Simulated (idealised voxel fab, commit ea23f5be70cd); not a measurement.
Title: Process Module voxel air gaps
The width of the displayed cross-section, cut, is 295 nm; its cells are square, with a size of 5 nm.
This document writes a cross-section as a grid whose cells are square, and gives it as bands, listed from the top down; one or more rows of cells form a band. Band: top and bottom heights (nm) first, top before bottom; then materials from left to right, widths in nm. "everywhere" marks a sole material filling the band edge to edge. "blank" denotes empty space. Zero point of the height axis is 0; under it, received wafer = one material. Lowest band: continues down indefinitely, "0 and below". Quick explanation for "30->40": the width changes in equal steps down the rows of cells, from the first number in the band's top row to the second number in its bottom row. A step reported as "everything unchanged" is a step in which no cell of the cross-section changed. You'll see "Unvented cavities" listing empty spaces that have no way open to the top, as long as they're 8 cells or more; the notation is width x height at distance, where the distance is from the left edge, and all of it is in nm. What comes after the settings on a step's line is commentary from the simulator itself on that step. On any step carrying a mask, the "overlay nm" setting, if present on the step's line, tells how far right of its planned place the mask lay; negative values point to the left.
Steps in the process plan
1) RECEIVE with material Si
2) CONFORMAL_DEP with material SiO2, thk nm 15
3) CONFORMAL_DEP with material SiCN, thk nm 5
4) DIRECTIONAL_DEP with material lowk, thk nm 40
5) MASKED_ETCH with tone open, mask id LINES, width nm 20, pitch nm 50, etch materials lowk, depth nm 40, overlay nm 0
6) CONFORMAL_DEP with material TiN, thk nm 5
7) FILL_DEP with material W, thk nm 5
8) CMP with height nm 60
9) EPI with material Ru, thk nm 10
10) SELECTIVE_ETCH with etch materials lowk, depth nm 50
11) CONFORMAL_DEP with material SiCN, thk nm 5
Cross-section: wafer on arrival = after step 1
	0 and below | Si everywhere
	Unvented cavities: none
Module complete, cross-section. Starting point and plan per above. One mistake made in running the module
	75 down to 70 | blank 40 | SiCN 210 | blank 45
	70 down to 60 | blank 40 | SiCN 5 | Ru 200 | SiCN 5 | blank 45
	60 down to 55 | blank 40 | SiCN 15 | TiN 5 | W 20 | TiN 5 | lowk 20 | TiN 5 | W 20 | TiN 5 | lowk 20 | TiN 5 | W 20 | TiN 5 | lowk 20 | TiN 5 | W 20 | TiN 5 | SiCN 15 | blank 45
	55 down to 25 | blank 50 | SiCN 5 | TiN 5 | W 20 | TiN 5 | lowk 20 | TiN 5 | W 20 | TiN 5 | lowk 20 | TiN 5 | W 20 | TiN 5 | lowk 20 | TiN 5 | W 20 | TiN 5 | SiCN 5 | blank 55
	25 down to 20 | SiCN 55 | TiN 30 | lowk 20 | TiN 30 | lowk 20 | TiN 30 | lowk 20 | TiN 30 | SiCN 60
	20 down to 15 | SiCN everywhere
	15 down to 0 | SiO2 everywhere
	0 and below | Si everywhere
	Unvented cavities: none
Against the plan, the run slipped here: step 5 ran as: MASKED_ETCH with tone open, mask id LINES, width nm 30, pitch nm 50, etch materials lowk, depth nm 40, overlay nm 0
